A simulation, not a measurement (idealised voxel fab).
The name of this process module is voxel released beams.
In the cross-section labelled cut, the width is 220 nm and each square cell is 5 nm.
The cross-sections in this document take the form of a grid made of square cells. They are written out as bands, in order from top to bottom. Each band consists of one or more rows of cells.
It is stipulated that each band's entry specify, in nanometres, the height of the top of the band and then that of its bottom, followed by the materials of the band in left-to-right sequence, each together with its width in nanometres. A single material marked by the word "throughout" is understood to fill the band from edge to edge; the word "air" is understood to denote empty space.
Measure heights from 0. That's the level where, below it, the as-received wafer is all one material. The lowest band is bottomless and extends downward; write it as in "top 0, no bottom".
So if you see something like "30 to 40" for the width, read it as the top row of the band sitting at the first number and the bottom row at the second, with every row in between moving by the same amount as the last.
The designation "left unchanged", where it is given for a processing step, indicates that no cell of the cross-section was altered in the course of that step.
"Tabulated closed voids" contains a list of empty spaces, each no smaller than 8 cells and without an open way to the top, written in the form width x height at distance with the distance from the left edge and all three in nm.
What comes after the settings on a step's line is commentary from the simulator itself on that step.
The setting "overlay nm" may be written on the line of a step. When the step uses a mask, the value reports how far to the right of the planned place the mask lay, and a negative value reports that it lay to the left.

PROCESS STEPS - PLAN
| 1 | RECEIVE with material Si |
| 2 | CONFORMAL_DEP with material SiN, thk nm 5 |
| 3 | DIRECTIONAL_DEP with material SiO2, thk nm 10 |
| 4 | MASKED_ETCH with tone open, mask id ANCHOR, width nm 35, etch materials SiO2, depth nm 10, overlay nm 0 |
| 5 | CONFORMAL_DEP with material W, thk nm 10 |
| 6 | MASKED_ETCH with tone cover, mask id BEAM, width nm 120, etch materials W, depth nm 10, overlay nm 0 |
| 7 | STRIP with etch materials SiO2 |

FIRST OF TWO WAFERS, PROCESSED ACCORDING TO PLAN

WAFER AS RECEIVED: CROSS-SECTION FOLLOWING STEP 1
> top 0, no bottom = Si throughout
> Tabulated closed voids: none

PRESENTED HERE IS A CROSS-SECTION OF THE WAFER AFTER STEP 2 HAS BEEN PERFORMED
> top 5, bottom 0 = SiN throughout
> Anything lower than 0 is untouched.

PRESENTED HERE IS A CROSS-SECTION OF THE WAFER AFTER STEP 3 HAS BEEN PERFORMED
> top 15, bottom 5 = SiO2 throughout
> Anything lower than 5 is untouched.

PRESENTED HERE IS A CROSS-SECTION OF THE WAFER AFTER STEP 4 HAS BEEN PERFORMED
> top 15, bottom 5 = SiO2=50  air=35  SiO2=135
> Anything lower than 5 is untouched.

PRESENTED HERE IS A CROSS-SECTION OF THE WAFER AFTER STEP 5 HAS BEEN PERFORMED
> top 25, bottom 15 = W=60  air=15  W=145
> top 15, bottom 5 = SiO2=50  W=35  SiO2=135
> Anything lower than 5 is untouched.

PRESENTED HERE IS A CROSS-SECTION OF THE WAFER AFTER STEP 6 HAS BEEN PERFORMED
> top 25, bottom 15 = air=45  W=15  air=15  W=90  air=55
> Anything lower than 15 is untouched.

PRESENTED HERE IS A CROSS-SECTION OF THE WAFER AFTER STEP 7 HAS BEEN PERFORMED
> top 25, bottom 15 = air=45  W=15  air=15  W=90  air=55
> top 15, bottom 5 = air=50  W=35  air=135
> Anything lower than 5 is untouched.

SECOND WAFER: LIKE START, LIKE PLAN, ONE MISTAKE. THROUGH STEP 5 IT MATCHES THE FIRST WAFER

CROSS-SECTION OF THE SECOND WAFER AT THE TIME BY WHICH STEP 6 SHOULD HAVE BEEN COMPLETED ACCORDING TO THE PLAN
> top 25, bottom 15 = air=35  W=25  air=15  W=80  air=65
> Anything lower than 15 is untouched.

CROSS-SECTION OF THE SECOND WAFER AT THE TIME BY WHICH STEP 7 SHOULD HAVE BEEN COMPLETED ACCORDING TO THE PLAN
> top 25, bottom 15 = air=35  W=25  air=15  W=80  air=65
> top 15, bottom 5 = air=50  W=35  air=135
> Anything lower than 5 is untouched.
Finding, execution versus plan: not per plan at step 6, really ran MASKED_ETCH with tone cover, mask id BEAM, width nm 120, etch materials W, depth nm 10, overlay nm -10
So at the finish, the second wafer's got exactly as many cells of each material as the first, just not in the same spots.
